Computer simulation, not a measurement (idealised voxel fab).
Name of the process module below: voxel transistor to metal
We display cut, a cross-section 205 nm in width whose square cells are each 5 nm.
For the purposes of this document, a cross-section shall be understood as a grid of square cells, specified as bands listed in top-to-bottom order, each band consisting of one or more rows of cells. The entry gives the band's vertical extent as a top height and a bottom height in nm, then its horizontal make-up as materials from left to right, each with a width in nm. "empty" stands for empty space; a single material marked "all across" fills the band edge to edge. Height reference: 0 = level under which incoming wafer is all one material. Lowest band: no bottom, runs on downward, e.g. "0 down". Read "30 to 40" as a graded width: first number on top, second number at the bottom, same change between each pair of neighbouring rows. The cross-section has no changed cell in any step marked "changes: none". Listed in "Voids, fully enclosed": every empty space of 8 or more cells without an open way to the top. Form: width x height at distance, the distance being from the left edge, all in nm. On each step's line, the part that comes after the settings is the simulator's own comment on the step. The line of a step may include "overlay nm". On a step with a mask, this value is how far to the right of its planned place the mask lay. A negative value means the mask lay to the left.
SET OUT BELOW ARE THE PLANNED STEPS OF THE PROCESS
1,RECEIVE (material Si)
2,OXIDIZE (depth nm 5)
3,CONFORMAL_DEP (material SiN; thk nm 15)
4,DIRECTIONAL_DEP (material aC; thk nm 10)
5,PATTERN (tone cover; mask id ACTIVE; material resist; width nm 105; thk nm 25; overlay nm 0)
6,DIRECTIONAL_ETCH (etch materials aC; depth nm 10)
7,STRIP (etch materials resist)
8,DIRECTIONAL_ETCH (etch materials SiN; depth nm 15)
9,DIRECTIONAL_ETCH (etch materials SiO2; depth nm 5)
10,DIRECTIONAL_ETCH (etch materials Si; depth nm 35)
11,STRIP (etch materials aC)
12,FILL_DEP (material SiO2; thk nm 15)
13,CMP (height nm 15)
14,SELECTIVE_ETCH (etch materials SiO2; depth nm 10)
15,STRIP (etch materials SiN)
16,SELECTIVE_ETCH (etch materials SiO2; depth nm 5)
17,OXIDIZE (depth nm 5)
18,DIRECTIONAL_DEP (material polySi; thk nm 20)
19,DIRECTIONAL_DEP (material SiCN; thk nm 15)
20,MASKED_ETCH (tone cover; mask id GATE; width nm 25; etch materials SiCN; depth nm 25; overlay nm 0)
21,MASKED_ETCH (tone cover; mask id GATE; width nm 25; etch materials polySi; depth nm 30; overlay nm 0)
22,CONFORMAL_DEP (material SiN; thk nm 10)
23,DIRECTIONAL_ETCH (etch materials SiN; depth nm 10)
24,DIRECTIONAL_ETCH (etch materials SiO2; depth nm 5)
25,DIRECTIONAL_ETCH (etch materials Si; depth nm 15)
26,EPI (material pSi; thk nm 15)
27,FILL_DEP (material SiO2; thk nm 10)
28,CMP (height nm 15)
29,STRIP (etch materials polySi)
30,SELECTIVE_ETCH (etch materials SiO2; depth nm 5)
31,CONFORMAL_DEP (material HfO2; thk nm 5)
32,CONFORMAL_DEP (material TiN; thk nm 5)
33,FILL_DEP (material W; thk nm 5)
34,CMP (height nm 10)
35,DIRECTIONAL_DEP (material SiO2; thk nm 15)
36,MASKED_ETCH (tone open; mask id CONTACT; width nm 15; pitch nm 80; etch materials SiO2; depth nm 20; overlay nm 0)
37,CONFORMAL_DEP (material TiN; thk nm 5)
38,FILL_DEP (material W; thk nm 5)
39,CMP (height nm 25)
40,CONFORMAL_DEP (material SiCN; thk nm 5)
41,DIRECTIONAL_DEP (material SiO2; thk nm 25)
42,DIRECTIONAL_DEP (material aC; thk nm 10)
43,PATTERN (tone open; mask id METAL_1; material resist; width nm 15; pitch nm 80; thk nm 30; overlay nm 0)
44,DIRECTIONAL_ETCH (etch materials aC; depth nm 10)
45,STRIP (etch materials resist)
46,DIRECTIONAL_ETCH (etch materials SiO2; depth nm 25)
47,DIRECTIONAL_ETCH (etch materials SiCN; depth nm 5)
48,STRIP (etch materials aC)
49,CONFORMAL_DEP (material TiN; thk nm 5)
50,FILL_DEP (material W; thk nm 5)
51,CMP (height nm 55)
52,EPI (material Ru; thk nm 5)
53,FILL_DEP (material SiCN; thk nm 5)
For clarity, it should be stated that the wafers under discussion commence in an identical condition and differ with respect to the depth nm of step 16, the plan indicating the value that the first wafer had.
SO THIS IS THE FIRST OF SEVERAL WAFERS, CROSS-SECTIONED AS IT CAME TO US, MEANING IT'S AT THE END OF STEP 1
- 0 down | Si all across
- Voids, fully enclosed: none
TABLE: WAFERS, A ROW EACH; END-OF-MODULE CELL CHANGE PER MATERIAL SINCE RECEIPT, GAIN (+), LOSS (-); THEN CLOSED VOIDS
depth nm 5, +13 HfO2, +10 Ru, -232 Si, +107 SiCN, +16 SiN, +488 SiO2, +51 TiN, +18 W, +62 pSi, Voids, fully enclosed: none
depth nm 10, +13 HfO2, +10 Ru, -234 Si, +107 SiCN, +16 SiN, +490 SiO2, +51 TiN, +18 W, +62 pSi, Voids, fully enclosed: none
depth nm 15, +13 HfO2, +10 Ru, -236 Si, +107 SiCN, +22 SiN, +494 SiO2, +51 TiN, +18 W, +54 pSi, Voids, fully enclosed: none
depth nm 20, +13 HfO2, +10 Ru, -238 Si, +107 SiCN, +28 SiN, +496 SiO2, +51 TiN, +18 W, +48 pSi, Voids, fully enclosed: none
